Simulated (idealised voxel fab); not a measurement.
You're looking at the process module voxel wiring stack.
200 nm wide, 5 nm square cells: that's cross-section cut.
Reading order for cross-sections: top band down to bottom band. Underlying form: a grid of square cells. Band size: one or more rows of cells.
Top, bottom (nm), then materials left to right with widths (nm); lone material tagged "full width" fills the whole band edge to edge; "air" = empty space.
Zero point of the height axis is 0; under it, received wafer = one material. Lowest band: continues down indefinitely, "from 0 down".
Quick explanation for "30..40": the width changes in equal steps down the rows of cells, from the first number in the band's top row to the second number in its bottom row.
"nothing different" for a step: no cell of the cross-section changed in that step.
This entry, "Closed void roster", enumerates those empty regions of no fewer than 8 cells that possess no open connection to the top. Each region is reported in the form width x height at distance, the distance being taken from the left edge, with all three quantities expressed in nm.
It should be noted that, on the line of a given step, the content following the step's settings is a remark produced by the simulator itself with respect to that step.
A step's line can hold "overlay nm"; with a mask on that step, the setting says how far right of the planned place the mask lay, while a negative setting says it lay to the left.

So here's the lineup of process steps we planned
| 1 | RECEIVE [material Si] |
| 2 | CONFORMAL_DEP [material SiO2] [thk nm 15] |
| 3 | CONFORMAL_DEP [material SiN] [thk nm 5] |
| 4 | DIRECTIONAL_DEP [material lowk] [thk nm 25] |
| 5 | DIRECTIONAL_DEP [material aC] [thk nm 10] |
| 6 | PATTERN [tone open] [mask id METAL_1] [material resist] [width nm 25] [pitch nm 45] [thk nm 30] [overlay nm 0] |
| 7 | DIRECTIONAL_ETCH [etch materials aC] [depth nm 10] |
| 8 | STRIP [etch materials resist] |
| 9 | DIRECTIONAL_ETCH [etch materials lowk] [depth nm 25] |
| 10 | DIRECTIONAL_ETCH [etch materials SiN] [depth nm 5] |
| 11 | STRIP [etch materials aC] |
| 12 | CONFORMAL_DEP [material TiN] [thk nm 5] |
| 13 | FILL_DEP [material Ru] [thk nm 5] |
| 14 | CMP [height nm 45] |
| 15 | CONFORMAL_DEP [material SiCN] [thk nm 5] |
| 16 | DIRECTIONAL_DEP [material SiO2] [thk nm 15] |
| 17 | MASKED_ETCH [tone open] [mask id PLUG_1] [width nm 15] [pitch nm 45] [etch materials SiO2] [depth nm 15] [overlay nm 0] |
| 18 | MASKED_ETCH [tone open] [mask id PLUG_1] [width nm 15] [pitch nm 45] [etch materials SiCN] [depth nm 5] [overlay nm 0] |
| 19 | EPI [material Ru] [thk nm 10] |
| 20 | EPI [material Ru] [thk nm 10] |
| 21 | CONFORMAL_DEP [material SiN] [thk nm 5] |
| 22 | DIRECTIONAL_DEP [material lowk] [thk nm 20] |
| 23 | MASKED_ETCH [tone open] [mask id METAL_2] [width nm 25] [pitch nm 45] [etch materials lowk] [depth nm 20] [overlay nm 0] |
| 24 | MASKED_ETCH [tone open] [mask id METAL_2] [width nm 25] [pitch nm 45] [etch materials SiN] [depth nm 5] [overlay nm 0] |
| 25 | CONFORMAL_DEP [material TiN] [thk nm 5] |
| 26 | FILL_DEP [material Ru] [thk nm 10] |
| 27 | CMP [height nm 90] |
| 28 | CONFORMAL_DEP [material SiCN] [thk nm 5] |
| 29 | DIRECTIONAL_DEP [material SiO2] [thk nm 10] |
| 30 | MASKED_ETCH [tone open] [mask id PLUG_2] [width nm 15] [etch materials SiO2] [depth nm 10] [overlay nm 0] |
| 31 | MASKED_ETCH [tone open] [mask id PLUG_2] [width nm 15] [etch materials SiCN] [depth nm 5] [overlay nm 0] |
| 32 | EPI [material Ru] [thk nm 10] |
| 33 | EPI [material Ru] [thk nm 5] |
| 34 | CONFORMAL_DEP [material SiN] [thk nm 5] |
| 35 | DIRECTIONAL_DEP [material lowk] [thk nm 20] |
| 36 | DIRECTIONAL_DEP [material aC] [thk nm 15] |
| 37 | PATTERN [tone open] [mask id METAL_3] [material resist] [width nm 25] [pitch nm 45] [thk nm 30] [overlay nm 0] |
| 38 | DIRECTIONAL_ETCH [etch materials aC] [depth nm 15] |
| 39 | STRIP [etch materials resist] |
| 40 | DIRECTIONAL_ETCH [etch materials lowk] [depth nm 20] |
| 41 | DIRECTIONAL_ETCH [etch materials SiN] [depth nm 5] |
| 42 | STRIP [etch materials aC] |
| 43 | CONFORMAL_DEP [material TiN] [thk nm 5] |
| 44 | FILL_DEP [material Ru] [thk nm 5] |
| 45 | CMP [height nm 130] |
| 46 | CONFORMAL_DEP [material SiCN] [thk nm 5] |

Cross-section: wafer on arrival = after step 1
- from 0 down  Si full width
- Closed void roster: none

One mistake in running the module, otherwise start and plan as above: cross-section at the end
- from 135 to 130  SiCN full width
- from 130 to 120  65 nm lowk  5 nm TiN  15 nm Ru  5 nm TiN  20 nm lowk  5 nm TiN  15 nm Ru  5 nm TiN  65 nm lowk
- from 120 to 115  65 nm SiN  25 nm TiN  20 nm SiN  25 nm TiN  65 nm SiN
- from 115 to 105  65 nm SiO2  5 nm SiN  5 nm TiN  5 nm SiN  120 nm SiO2
- from 105 to 100  65 nm SiCN  5 nm SiN  5 nm TiN  5 nm SiN  120 nm SiCN
- from 100 to 90  SiCN full width
- from 90 to 70  65 nm lowk  5 nm TiN  15 nm Ru  5 nm TiN  20 nm lowk  5 nm TiN  15 nm Ru  5 nm TiN  65 nm lowk
- from 70 to 65  65 nm SiN  25 nm TiN  20 nm SiN  25 nm TiN  65 nm SiN
- from 65 to 50  65 nm SiO2  15 nm Ru  30 nm SiO2  15 nm Ru  75 nm SiO2
- from 50 to 45  65 nm SiCN  15 nm Ru  30 nm SiCN  15 nm Ru  75 nm SiCN
- from 45 to 20  65 nm lowk  5 nm TiN  15 nm Ru  5 nm TiN  20 nm lowk  5 nm TiN  15 nm Ru  5 nm TiN  65 nm lowk
- from 20 to 15  65 nm SiN  25 nm TiN  20 nm SiN  25 nm TiN  65 nm SiN
- from 15 to 0  SiO2 full width
- from 0 down  Si full width
- Closed void roster: none
The plan and the run diverged here: step 28 ran differently from the plan; actual operation with settings: CONFORMAL_DEP [material SiCN] [thk nm 15]
